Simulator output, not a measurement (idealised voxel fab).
Process module in this document: voxel spacer lines
Square cells of 5 nm make up the cross-section cut, whose width is 165 nm.
Cross-section format: a grid of square cells, given as bands from top to bottom; each band is one or more rows of cells.
Each band's line starts with the height of the band's top and of its bottom, in nm. Then come its materials from left to right, each with its width in nm. One material with "all across" fills the band from edge to edge. "air" is empty space.
Height datum 0, below which the as-received substrate wafer is one material. Lowest band open at the bottom, running downward: "0..down".
A two-number width, for instance "30 to 40", indicates that the width is equal to the first number in the top row of the band and to the second number in the bottom row, and that it changes by a constant amount per row of cells.
"no modifications" -> step changed no cross-section cell.
"Closed void entries": empty spaces of 8 cells or more with no open way to the top, each given as width x height at distance, distance from the left edge, all in nm.
Where a step's line continues beyond its settings, the continuation is a remark by the simulator itself on that step.
Steps that use a mask can have "overlay nm" on their line. It says how far the mask sat to the right of where it was meant to be. Negative means to the left.

-- So here's the lineup of process steps we planned
1: RECEIVE with material Si
2: CONFORMAL_DEP with material Al2O3, thk nm 5
3: DIRECTIONAL_DEP with material polySi, thk nm 20
4: DIRECTIONAL_DEP with material aC, thk nm 30
5: PATTERN with tone cover, mask id MANDREL, material resist, width nm 20, pitch nm 70, thk nm 35, overlay nm 0
6: DIRECTIONAL_ETCH with etch materials aC, depth nm 30
7: STRIP with etch materials resist
8: CONFORMAL_DEP with material SiO2, thk nm 15
9: DIRECTIONAL_ETCH with etch materials SiO2, depth nm 15
10: STRIP with etch materials aC
11: DIRECTIONAL_ETCH with etch materials polySi, depth nm 20
12: STRIP with etch materials SiO2

-- Wafer as received: cross-section following step 1
* 0..down = Si all across
* Closed void entries: none

-- Cross-sectional view of the first of the two wafers upon completion of the module, processed in accordance with the plan
* 25..5 = air=20 / polySi=15 / air=20 / polySi=15 / air=20 / polySi=15 / air=20 / polySi=15 / air=25
* 5..0 = Al2O3 all across
* 0..down = Si all across
* Closed void entries: none

-- Second wafer of the two, sectioned at the end of the module. It began like the first and followed the same plan, but one mistake was made while running it
* 25..5 = air=35 / polySi=20 / air=50 / polySi=20 / air=40
* 5..0 = Al2O3 all across
* 0..down = Si all across
* Closed void entries: none
Where did the run depart from the plan? step 5 was run on a setting that differed from the plan, and what really ran there is PATTERN with tone open, mask id MANDREL, material resist, width nm 20, pitch nm 70, thk nm 35, overlay nm 0
at the end the second wafer has, in cells: 16 fewer of polySi
